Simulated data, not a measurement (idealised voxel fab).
Process module name: voxel fin reveal
Square cell edge 5 nm, section width 155 nm, ID cut.
Cross-section spec: square-cell grid; bands listed top down; each band is one or more rows.
First you get the band's top height and its bottom height, in nm, and then the materials it's made of, left to right, with each width in nm. If you see a single material with "edge to edge", that one covers the band edge to edge. "blank" is empty space.
Height 0 is the level under which the wafer as received is all one material. The lowest band goes on downwards, as in "top 0, no bottom".
The notation "30..40" denotes a width that varies across the rows of cells in the band, beginning at the first number in the top row, finishing at the second number in the bottom row, and changing by an identical amount from each row to the next.
You'll sometimes find "remains unaltered" written for a step, and that's the way of saying that nowhere in the cross-section did a cell change during that step.
You'll see "Closed void listing" listing empty spaces that have no way open to the top, as long as they're 8 cells or more; the notation is width x height at distance, where the distance is from the left edge, and all of it is in nm.
The remark found on a step's line after its settings is issued by the simulator itself and pertains to that step.
Among the settings permitted on a step's line is "overlay nm"; applied to a step with a mask, it specifies the extent to which the mask lay to the right of its planned position, whereas a negative figure signifies a position to the left.
List of planned process steps
- 1: RECEIVE | material Si
- 2: CONFORMAL_DEP | material SiN | thk nm 5
- 3: MASKED_ETCH | tone cover | mask id FINS | width nm 15 | pitch nm 40 | etch materials SiN | depth nm 5 | overlay nm 0
- 4: MASKED_ETCH | tone cover | mask id FINS | width nm 15 | pitch nm 40 | etch materials Si | depth nm 35 | overlay nm 0
- 5: OXIDIZE | depth nm 5
- 6: FILL_DEP | material SiO2 | thk nm 10
- 7: CMP | height nm 5
- 8: SELECTIVE_ETCH | etch materials SiO2 | depth nm 30
- 9: STRIP | etch materials SiN
First wafer out of two, processed as planned
Cross-sectional view of the wafer in its as-received condition, corresponding to the state after step 1
- top 0, no bottom  Si edge to edge
- Closed void listing: none
Take a look at the wafer's cross-section after step 2
- top 5, bottom 0  SiN edge to edge
- Below 0, no change.
Take a look at the wafer's cross-section after step 3
- top 5, bottom 0  30 of blank, 15 of SiN, 25 of blank, 15 of SiN, 25 of blank, 15 of SiN, 30 of blank
- Below 0, no change.
Take a look at the wafer's cross-section after step 4
- top 5, bottom 0  30 of blank, 15 of SiN, 25 of blank, 15 of SiN, 25 of blank, 15 of SiN, 30 of blank
- top 0, bottom -35  30 of blank, 15 of Si, 25 of blank, 15 of Si, 25 of blank, 15 of Si, 30 of blank
- Below -35, no change.
Take a look at the wafer's cross-section after step 5
- top 5, bottom 0  30 of blank, 15 of SiN, 25 of blank, 15 of SiN, 25 of blank, 15 of SiN, 30 of blank
- top 0, bottom -35  30 of blank, 5 of SiO2, 5 of Si, 5 of SiO2, 25 of blank, 5 of SiO2, 5 of Si, 5 of SiO2, 25 of blank, 5 of SiO2, 5 of Si, 5 of SiO2, 30 of blank
- top -35, bottom -40  35 of SiO2, 5 of Si, 35 of SiO2, 5 of Si, 35 of SiO2, 5 of Si, 35 of SiO2
- Below -40, no change.
Take a look at the wafer's cross-section after step 6
- top 15, bottom 5  SiO2 edge to edge
- top 5, bottom 0  30 of SiO2, 15 of SiN, 25 of SiO2, 15 of SiN, 25 of SiO2, 15 of SiN, 30 of SiO2
- top 0, bottom -40  35 of SiO2, 5 of Si, 35 of SiO2, 5 of Si, 35 of SiO2, 5 of Si, 35 of SiO2
- Below -40, no change.
Take a look at the wafer's cross-section after step 7
- top 5, bottom 0  30 of SiO2, 15 of SiN, 25 of SiO2, 15 of SiN, 25 of SiO2, 15 of SiN, 30 of SiO2
- Below 0, no change.
Take a look at the wafer's cross-section after step 8
- top 5, bottom 0  30 of blank, 15 of SiN, 25 of blank, 15 of SiN, 25 of blank, 15 of SiN, 30 of blank
- top 0, bottom -25  35 of blank, 5 of Si, 35 of blank, 5 of Si, 35 of blank, 5 of Si, 35 of blank
- Below -25, no change.
Take a look at the wafer's cross-section after step 9
- top 0, bottom -25  35 of blank, 5 of Si, 35 of blank, 5 of Si, 35 of blank, 5 of Si, 35 of blank
- Below -25, no change.
Companion wafer, the second of two: same beginning, same intended sequence, one mistake in carrying it out; through step 7 inclusive it tracks the first exactly
Cross-section of the second wafer at the time by which step 8 should have been completed according to the plan
- top 5, bottom 0  30 of blank, 15 of SiN, 25 of blank, 15 of SiN, 25 of blank, 15 of SiN, 30 of blank
- top 0, bottom -40  35 of blank, 5 of Si, 35 of blank, 5 of Si, 35 of blank, 5 of Si, 35 of blank
- Below -40, no change.
Cross-section of the second wafer at the time by which step 9 should have been completed according to the plan
- top 0, bottom -40  35 of blank, 5 of Si, 35 of blank, 5 of Si, 35 of blank, 5 of Si, 35 of blank
- Below -40, no change.
Error vs. plan: plan step 8 was twice executed
Counted in cells at the end, the second wafer holds more or fewer of these materials than the first: -84 SiO2
